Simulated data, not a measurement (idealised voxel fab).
Process module under the name voxel air gaps
Pictured: cross-section cut, 165 nm wide, on a grid of 5 nm square cells.
Heads up, the way a cross-section reads in here is a grid of square cells, handed over as bands from the top down, with every band being one or more rows of cells.
Band: top and bottom heights (nm) first, top before bottom; then materials from left to right, widths in nm. "throughout" marks a sole material filling the band edge to edge. "air" denotes empty space.
Note: height 0 marks the level under which the wafer is uniformly one material as received. Lowest band unbounded below, written "0 and below".
The width entry "30->40" should be interpreted row by row: the top row of cells in the band takes the first number, the bottom row takes the second number, and the change between adjacent rows is uniform throughout.
Key: "no change occurred" - step with no changed cell in the cross-section.
Enclosed voids (no open way to top), threshold 8 cells or more, entry "Enclosed voids", notation width x height at distance, distance from left edge, nm.
It should be noted that, on the line of a given step, the content following the step's settings is a remark produced by the simulator itself with respect to that step.
"overlay nm" denotes, for a step that has a mask, the displacement of the mask to the right of its planned place, with negative values corresponding to the left.
The process steps that were planned are listed below
1,RECEIVE, material Si
2,CONFORMAL_DEP, material SiO2, thk nm 10
3,CONFORMAL_DEP, material SiN, thk nm 5
4,DIRECTIONAL_DEP, material lowk, thk nm 35
5,PATTERN, tone open, mask id LINES, material resist, width nm 15, pitch nm 45, thk nm 20, overlay nm 0
6,DIRECTIONAL_ETCH, etch materials lowk, depth nm 35
7,STRIP, etch materials resist
8,CONFORMAL_DEP, material TiN, thk nm 5
9,FILL_DEP, material Ru, thk nm 5
10,CMP, height nm 50
11,EPI, material Ru, thk nm 10
12,SELECTIVE_ETCH, etch materials lowk, depth nm 45
13,CONFORMAL_DEP, material SiCN, thk nm 5
This is the cross-section of the wafer as we received it, i.e. after step 1
0 and below  Si throughout
Enclosed voids: none
The first of the two wafers as seen in cross-section once the module was finished; processing followed the plan
65 down to 60  air 15 / SiCN 135 / air 15
60 down to 50  air 15 / SiCN 5 / Ru 35 / SiCN 10 / Ru 35 / SiCN 10 / Ru 35 / SiCN 5 / air 15
50 down to 45  air 15 / SiCN 15 / TiN 5 / Ru 5 / TiN 5 / SiCN 30 / TiN 5 / Ru 5 / TiN 5 / SiCN 30 / TiN 5 / Ru 5 / TiN 5 / SiCN 15 / air 15
45 down to 20  air 25 / SiCN 5 / TiN 5 / Ru 5 / TiN 5 / SiCN 5 / air 20 / SiCN 5 / TiN 5 / Ru 5 / TiN 5 / SiCN 5 / air 20 / SiCN 5 / TiN 5 / Ru 5 / TiN 5 / SiCN 5 / air 25
20 down to 15  SiCN 30 / TiN 15 / SiCN 30 / TiN 15 / SiCN 30 / TiN 15 / SiCN 30
15 down to 10  SiN throughout
10 down to 0  SiO2 throughout
0 and below  Si throughout
Enclosed voids: 20 x 25 at 50; 20 x 25 at 95
Second wafer of the two, sectioned at the end of the module. It began like the first and followed the same plan, but one mistake was made while running it
65 down to 60  SiCN throughout
60 down to 50  Ru throughout
50 down to 45  TiN 35 / Ru 5 / TiN 40 / Ru 5 / TiN 40 / Ru 5 / TiN 35
45 down to 15  lowk 30 / TiN 5 / Ru 5 / TiN 5 / lowk 30 / TiN 5 / Ru 5 / TiN 5 / lowk 30 / TiN 5 / Ru 5 / TiN 5 / lowk 30
15 down to 10  lowk 30 / TiN 15 / lowk 30 / TiN 15 / lowk 30 / TiN 15 / lowk 30
10 down to 0  SiO2 throughout
0 and below  Si throughout
Enclosed voids: none
Want to know what went wrong? step 3 of the plan got skipped, so it never ran
At the finish, the second wafer shows more or fewer cells for some materials than the first does: Ru: 27 more | SiCN: 78 fewer | SiN: 33 fewer | TiN: 30 more | lowk: 168 more
The second wafer ends with 0 closed voids, and the first wafer ends with 2.
